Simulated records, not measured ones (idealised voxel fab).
process module | voxel ribs on slabs
cross-section cut | 150 nm wide | cells 5 nm
A cross-section is a grid of square cells, given in bands from the top down. A band is one or more rows of cells.
Each band's line starts with the height of the band's top and of its bottom, in nm. Then come its materials from left to right, each with its width in nm. One material with "throughout" fills the band from edge to edge. "air" is empty space.
Height 0 is the level under which the wafer as received is all one material. The lowest band goes on downwards, as in "0 down".
A width such as "30 to 40" changes by the same amount from each row of cells to the next, from the band's top row to its bottom row.
"no change" after a step means that no cell of the cross-section changed.
closed voids: empty space of 8 cells or more with no open way to the top, each as width x height at its distance from the left edge, in nm
after a step's settings: what the simulator itself notes on the step
overlay nm, on a step with a mask: how far to the right of its planned place the mask lay; to the left if negative
plan
1 op RECEIVE | material Si
2 op DIRECTIONAL_DEP | material SiO2 | thk nm 25
3 op DIRECTIONAL_DEP | material polySi | thk nm 15
4 op DIRECTIONAL_DEP | material aC | thk nm 10
5 op PATTERN | tone cover | mask id RIB | material resist | width nm 15 | thk nm 25 | overlay nm 0
6 op DIRECTIONAL_ETCH | etch materials aC | depth nm 10
7 op STRIP | etch materials resist
8 op DIRECTIONAL_ETCH | etch materials polySi | depth nm 10
9 op STRIP | etch materials aC
10 op DIRECTIONAL_DEP | material aC | thk nm 15
11 op PATTERN | tone cover | mask id SLAB | material resist | width nm 55 | thk nm 35 | overlay nm 0
12 op DIRECTIONAL_ETCH | etch materials aC | depth nm 15
13 op STRIP | etch materials resist
14 op DIRECTIONAL_ETCH | etch materials polySi | depth nm 5
15 op STRIP | etch materials aC
16 op FILL_DEP | material SiO2 | thk nm 15
17 op CMP | height nm 50
18 op DIRECTIONAL_DEP | material TiN | thk nm 10
19 op DIRECTIONAL_DEP | material aC | thk nm 15
20 op PATTERN | tone cover | mask id HEATER | material resist | width nm 25 | thk nm 35 | overlay nm 0
21 op DIRECTIONAL_ETCH | etch materials aC | depth nm 15
22 op STRIP | etch materials resist
23 op DIRECTIONAL_ETCH | etch materials TiN | depth nm 10
24 op STRIP | etch materials aC
25 op CONFORMAL_DEP | material SiN | thk nm 5
varied across the wafers: thk nm of step 25. The plan shows the first wafer's value. All wafers start alike
first wafer as received, after step 1
  0 down: Si throughout
  closed voids: none
each wafer at the end: cells of each material gained (+) or lost (-) since it was received, then its closed voids
thk nm 5 | +34 SiN | +283 SiO2 | +10 TiN | +17 polySi | closed voids: none
thk nm 10 | +68 SiN | +283 SiO2 | +10 TiN | +17 polySi | closed voids: none
thk nm 15 | +102 SiN | +283 SiO2 | +10 TiN | +17 polySi | closed voids: none
thk nm 20 | +136 SiN | +283 SiO2 | +10 TiN | +17 polySi | closed voids: none
